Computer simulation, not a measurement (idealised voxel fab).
You're looking at the process module voxel transistor to metal.
160 nm wide, 5 nm square cells: that's cross-section cut.
Square cells in a grid make up a cross-section in this document, and the grid is given as bands, listed from the top down, each one or more rows of cells.
Band: top height; bottom height; in nm. Then, left to right: material with width in nm, for each material. "everywhere": a single material spanning edge to edge. "blank": empty space.
It should be noted that heights are counted from 0, beneath which the wafer as supplied is of one material throughout, and that the lowest band possesses no lower boundary but continues downward, as written in "from 0 down".
The notation "30..40" denotes a width that varies across the rows of cells in the band, beginning at the first number in the top row, finishing at the second number in the bottom row, and changing by an identical amount from each row to the next.
Any step labelled "nothing changed" changed none of the cells in the cross-section.
The list in "Enclosed void inventory" covers empty spaces of 8 cells or more that cannot reach the top through any open way, and it gives each as width x height at distance; the distance is from the left edge, and width, height and distance are in nm.
Past the settings on a step's line: simulator remark, on that step.
A step line may carry the setting "overlay nm", which, for steps involving a mask, states the distance by which the mask lay to the right of its intended position; negative values denote displacement to the left.
-- plan
1) RECEIVE (material Si)
2) OXIDIZE (depth nm 5)
3) CONFORMAL_DEP (material SiN; thk nm 10)
4) DIRECTIONAL_DEP (material aC; thk nm 15)
5) PATTERN (tone cover; mask id ACTIVE; material resist; width nm 115; thk nm 35; overlay nm 0)
6) DIRECTIONAL_ETCH (etch materials aC; depth nm 15)
7) STRIP (etch materials resist)
8) DIRECTIONAL_ETCH (etch materials SiN; depth nm 10)
9) DIRECTIONAL_ETCH (etch materials SiO2; depth nm 5)
10) DIRECTIONAL_ETCH (etch materials Si; depth nm 30)
11) STRIP (etch materials aC)
12) OXIDIZE (depth nm 5)
13) FILL_DEP (material SiO2; thk nm 10)
14) CMP (height nm 10)
15) SELECTIVE_ETCH (etch materials SiO2; depth nm 5)
16) STRIP (etch materials SiN)
17) SELECTIVE_ETCH (etch materials SiO2; depth nm 5)
18) OXIDIZE (depth nm 5)
19) DIRECTIONAL_DEP (material polySi; thk nm 20)
20) DIRECTIONAL_DEP (material SiCN; thk nm 10)
21) DIRECTIONAL_DEP (material aC; thk nm 15)
22) PATTERN (tone cover; mask id GATE; material resist; width nm 15; thk nm 30; overlay nm 0)
23) DIRECTIONAL_ETCH (etch materials aC; depth nm 15)
24) STRIP (etch materials resist)
25) DIRECTIONAL_ETCH (etch materials SiCN; depth nm 20)
26) DIRECTIONAL_ETCH (etch materials polySi; depth nm 30)
27) STRIP (etch materials aC)
28) CONFORMAL_DEP (material SiN; thk nm 10)
29) DIRECTIONAL_ETCH (etch materials SiN; depth nm 10)
30) DIRECTIONAL_ETCH (etch materials SiO2; depth nm 5)
31) DIRECTIONAL_ETCH (etch materials Si; depth nm 5)
32) EPI (material nSi; thk nm 10)
33) FILL_DEP (material SiO2; thk nm 5)
34) CMP (height nm 25)
35) DIRECTIONAL_DEP (material SiO2; thk nm 15)
36) PATTERN (tone open; mask id CONTACT; material resist; width nm 25; pitch nm 60; thk nm 20; overlay nm 0)
37) DIRECTIONAL_ETCH (etch materials SiO2; depth nm 45)
38) STRIP (etch materials resist)
39) CONFORMAL_DEP (material TiN; thk nm 5)
40) FILL_DEP (material W; thk nm 5)
41) CMP (height nm 40)
42) CONFORMAL_DEP (material SiCN; thk nm 5)
43) DIRECTIONAL_DEP (material lowk; thk nm 15)
44) MASKED_ETCH (tone open; mask id METAL_1; width nm 20; pitch nm 75; etch materials lowk; depth nm 15; overlay nm 0)
45) MASKED_ETCH (tone open; mask id METAL_1; width nm 20; pitch nm 75; etch materials SiCN; depth nm 5; overlay nm 0)
46) CONFORMAL_DEP (material TiN; thk nm 5)
47) FILL_DEP (material Cu; thk nm 5)
48) CMP (height nm 60)
49) EPI (material Ru; thk nm 5)
50) FILL_DEP (material SiCN; thk nm 5)
The plan's step 36 width nm is the first wafer's value; the wafers differ in this setting and start identical.
-- Incoming state of the first of several wafers in cross-section: after step 1
	from 0 down  Si everywhere
	Enclosed void inventory: none
-- Cross-sectional representation of the first of several wafers at the end of the module, i.e. after its terminal step, step 50
	from 70 to 65  SiCN everywhere
	from 65 to 60  SiCN 25 / Ru 30 / SiCN 45 / Ru 30 / SiCN 30
	from 60 to 45  lowk 30 / TiN 5 / Cu 10 / TiN 5 / lowk 55 / TiN 5 / Cu 10 / TiN 5 / lowk 35
	from 45 to 40  SiCN 30 / TiN 20 / SiCN 55 / TiN 20 / SiCN 35
	from 40 to 25  SiO2 35 / TiN 5 / W 15 / TiN 5 / SiO2 35 / TiN 5 / W 15 / TiN 5 / SiO2 40
	from 25 to 15  SiO2 35 / TiN 5 / W 15 / TiN 5 / SiN 10 / SiCN 15 / SiN 10 / TiN 5 / W 15 / TiN 5 / SiO2 40
	from 15 to 5  SiO2 35 / TiN 5 / W 15 / TiN 5 / SiN 10 / polySi 15 / SiN 10 / TiN 5 / W 15 / TiN 5 / SiO2 40
	from 5 to 0  SiO2 35 / TiN 5 / W 5 / TiN 15 / SiN 10 / polySi 15 / SiN 10 / TiN 15 / W 5 / TiN 5 / SiO2 40
	from 0 to -5  SiO2 15 / SiN 10 / SiO2 10 / TiN 15 / nSi 10 / SiN 10 / polySi 15 / SiN 10 / nSi 10 / TiN 15 / SiO2 10 / SiN 10 / SiO2 20
	from -5 to -10  SiO2 25 / nSi 35 / SiO2 35 / nSi 35 / SiO2 30
	from -10 to -15  SiO2 25 / nSi 35 / Si 35 / nSi 35 / SiO2 30
	from -15 to -40  SiO2 25 / Si 105 / SiO2 30
	from -40 down  Si everywhere
	Enclosed void inventory: none
-- The module's end: a cross-section of the last wafer
	from 70 to 65  SiCN everywhere
	from 65 to 60  SiCN 25 / Ru 30 / SiCN 45 / Ru 30 / SiCN 30
	from 60 to 45  lowk 30 / TiN 5 / Cu 10 / TiN 5 / lowk 55 / TiN 5 / Cu 10 / TiN 5 / lowk 35
	from 45 to 40  SiCN 30 / TiN 20 / SiCN 55 / TiN 20 / SiCN 35
	from 40 to 30  SiO2 25 / TiN 5 / W 35 / TiN 5 / SiO2 15 / TiN 5 / W 35 / TiN 5 / SiO2 30
	from 30 to 25  SiO2 25 / TiN 5 / W 25 / TiN 15 / SiO2 15 / TiN 15 / W 25 / TiN 5 / SiO2 30
	from 25 to 15  SiO2 25 / TiN 5 / W 25 / TiN 5 / SiN 10 / SiCN 15 / SiN 10 / TiN 5 / W 25 / TiN 5 / SiO2 30
	from 15 to 5  SiO2 25 / TiN 5 / W 25 / TiN 5 / SiN 10 / polySi 15 / SiN 10 / TiN 5 / W 25 / TiN 5 / SiO2 30
	from 5 to 0  SiO2 25 / TiN 5 / W 15 / TiN 15 / SiN 10 / polySi 15 / SiN 10 / TiN 15 / W 15 / TiN 5 / SiO2 30
	from 0 to -5  SiO2 15 / SiN 10 / TiN 25 / nSi 10 / SiN 10 / polySi 15 / SiN 10 / nSi 10 / TiN 25 / SiN 10 / SiO2 20
	from -5 to -10  SiO2 25 / nSi 35 / SiO2 35 / nSi 35 / SiO2 30
	from -10 to -15  SiO2 25 / nSi 35 / Si 35 / nSi 35 / SiO2 30
	from -15 to -40  SiO2 25 / Si 105 / SiO2 30
	from -40 down  Si everywhere
	Enclosed void inventory: none
-- Below, a row for every wafer. Read it as the end-of-module picture: for each material the wafer shows its cells gained (+) or lost (-) since it was received, and then its closed voids
width nm 25, +12 Cu, +12 Ru, -144 Si, +82 SiCN, +28 SiN, +236 SiO2, +62 TiN, +44 W, +72 lowk, +32 nSi, +12 polySi, Enclosed void inventory: none
width nm 30, +12 Cu, +12 Ru, -144 Si, +82 SiCN, +28 SiN, +224 SiO2, +64 TiN, +54 W, +72 lowk, +32 nSi, +12 polySi, Enclosed void inventory: none
width nm 35, +12 Cu, +12 Ru, -144 Si, +82 SiCN, +28 SiN, +212 SiO2, +66 TiN, +64 W, +72 lowk, +32 nSi, +12 polySi, Enclosed void inventory: none
width nm 40, +12 Cu, +12 Ru, -144 Si, +82 SiCN, +28 SiN, +200 SiO2, +68 TiN, +74 W, +72 lowk, +32 nSi, +12 polySi, Enclosed void inventory: none
width nm 45, +12 Cu, +12 Ru, -144 Si, +82 SiCN, +28 SiN, +188 SiO2, +70 TiN, +84 W, +72 lowk, +32 nSi, +12 polySi, Enclosed void inventory: none
